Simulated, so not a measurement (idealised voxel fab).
process module | voxel capacitor over wiring
cross-section cut | 235 nm wide | cells 5 nm
A cross-section is a grid of square cells, given in bands from the top down. A band is one or more rows of cells.
Each band's line starts with the height of the band's top and of its bottom, in nm. Then come its materials from left to right, each with its width in nm. One material with "throughout" fills the band from edge to edge. "air" is empty space.
Height 0 is the level under which the wafer as received is all one material. The lowest band goes on downwards, as in "0 down".
A width such as "30 to 40" changes by the same amount from each row of cells to the next, from the band's top row to its bottom row.
"no change" after a step means that no cell of the cross-section changed.
closed voids: empty space of 8 cells or more with no open way to the top, each as width x height at its distance from the left edge, in nm
after a step's settings: what the simulator itself notes on the step
overlay nm, on a step with a mask: how far to the right of its planned place the mask lay; to the left if negative
plan
1 op RECEIVE | material Si
2 op CONFORMAL_DEP | material SiO2 | thk nm 15
3 op CONFORMAL_DEP | material SiN | thk nm 5
4 op DIRECTIONAL_DEP | material SiO2 | thk nm 15
5 op DIRECTIONAL_DEP | material aC | thk nm 10
6 op PATTERN | tone open | mask id METAL_1 | material resist | width nm 25 | pitch nm 90 | thk nm 30 | overlay nm 0
7 op DIRECTIONAL_ETCH | etch materials aC | depth nm 10
8 op STRIP | etch materials resist
9 op DIRECTIONAL_ETCH | etch materials SiO2 | depth nm 15
10 op DIRECTIONAL_ETCH | etch materials SiN | depth nm 5
11 op STRIP | etch materials aC
12 op CONFORMAL_DEP | material TiN | thk nm 5
13 op FILL_DEP | material Cu | thk nm 5
14 op CMP | height nm 35
15 op EPI | material Ru | thk nm 5
16 op FILL_DEP | material SiCN | thk nm 5
17 op DIRECTIONAL_DEP | material lowk | thk nm 15
18 op DIRECTIONAL_DEP | material aC | thk nm 10
19 op PATTERN | tone open | mask id PLUG_1 | material resist | width nm 15 | thk nm 30 | overlay nm 0
20 op DIRECTIONAL_ETCH | etch materials aC | depth nm 10
21 op STRIP | etch materials resist
22 op DIRECTIONAL_ETCH | etch materials lowk | depth nm 15
23 op DIRECTIONAL_ETCH | etch materials SiCN | depth nm 5
24 op STRIP | etch materials aC
25 op EPI | material Ru | thk nm 10
26 op EPI | material Ru | thk nm 10
27 op DIRECTIONAL_DEP | material TiN | thk nm 5
28 op DIRECTIONAL_DEP | material Al2O3 | thk nm 5
29 op DIRECTIONAL_DEP | material TiN | thk nm 10
30 op MASKED_ETCH | tone cover | mask id UPPER_PLATE | width nm 70 | etch materials TiN | depth nm 10 | overlay nm 0
31 op MASKED_ETCH | tone cover | mask id UPPER_PLATE | width nm 70 | etch materials Al2O3 | depth nm 5 | overlay nm 0
32 op DIRECTIONAL_DEP | material aC | thk nm 15
33 op PATTERN | tone cover | mask id LOWER_PLATE | material resist | width nm 80 | thk nm 35 | overlay nm 0
34 op DIRECTIONAL_ETCH | etch materials aC | depth nm 15
35 op STRIP | etch materials resist
36 op DIRECTIONAL_ETCH | etch materials TiN | depth nm 5
37 op STRIP | etch materials aC
38 op FILL_DEP | material SiO2 | thk nm 15
39 op CMP | height nm 90
40 op DIRECTIONAL_DEP | material aC | thk nm 15
41 op PATTERN | tone open | mask id PLUG_2 | material resist | width nm 15 | thk nm 35 | overlay nm 0
42 op DIRECTIONAL_ETCH | etch materials aC | depth nm 15
43 op STRIP | etch materials resist
44 op DIRECTIONAL_ETCH | etch materials SiO2 | depth nm 10
45 op STRIP | etch materials aC
46 op CONFORMAL_DEP | material TiN | thk nm 5
47 op FILL_DEP | material Ru | thk nm 5
48 op CMP | height nm 90
49 op CONFORMAL_DEP | material SiCN | thk nm 5
as received, after step 1
  0 down: Si throughout
  closed voids: none
a wafer at the end: this start, this plan, one mistake
  95 to 90: SiCN throughout
  90 to 85: SiO2 80 | TiN 5 | Ru 5 | TiN 5 | SiO2 140
  85 to 80: SiO2 80 | TiN 15 | SiO2 140
  80 to 70: SiO2 70 | TiN 70 | SiO2 95
  70 to 65: SiO2 70 | Al2O3 70 | SiO2 95
  65 to 60: SiO2 65 | TiN 80 | SiO2 90
  60 to 45: lowk 70 | Ru 15 | lowk 150
  45 to 40: SiCN 70 | Ru 15 | SiCN 150
  40 to 35: SiCN 55 | Ru 35 | SiCN 55 | Ru 35 | SiCN 55
  35 to 20: SiO2 60 | TiN 5 | Cu 15 | TiN 5 | SiO2 65 | TiN 5 | Cu 15 | TiN 5 | SiO2 60
  20 to 15: SiN 60 | TiN 25 | SiN 65 | TiN 25 | SiN 60
  15 to 0: TiN throughout
  0 down: Si throughout
  closed voids: none
what went wrong: step 2 ran as: op CONFORMAL_DEP | material TiN | thk nm 15
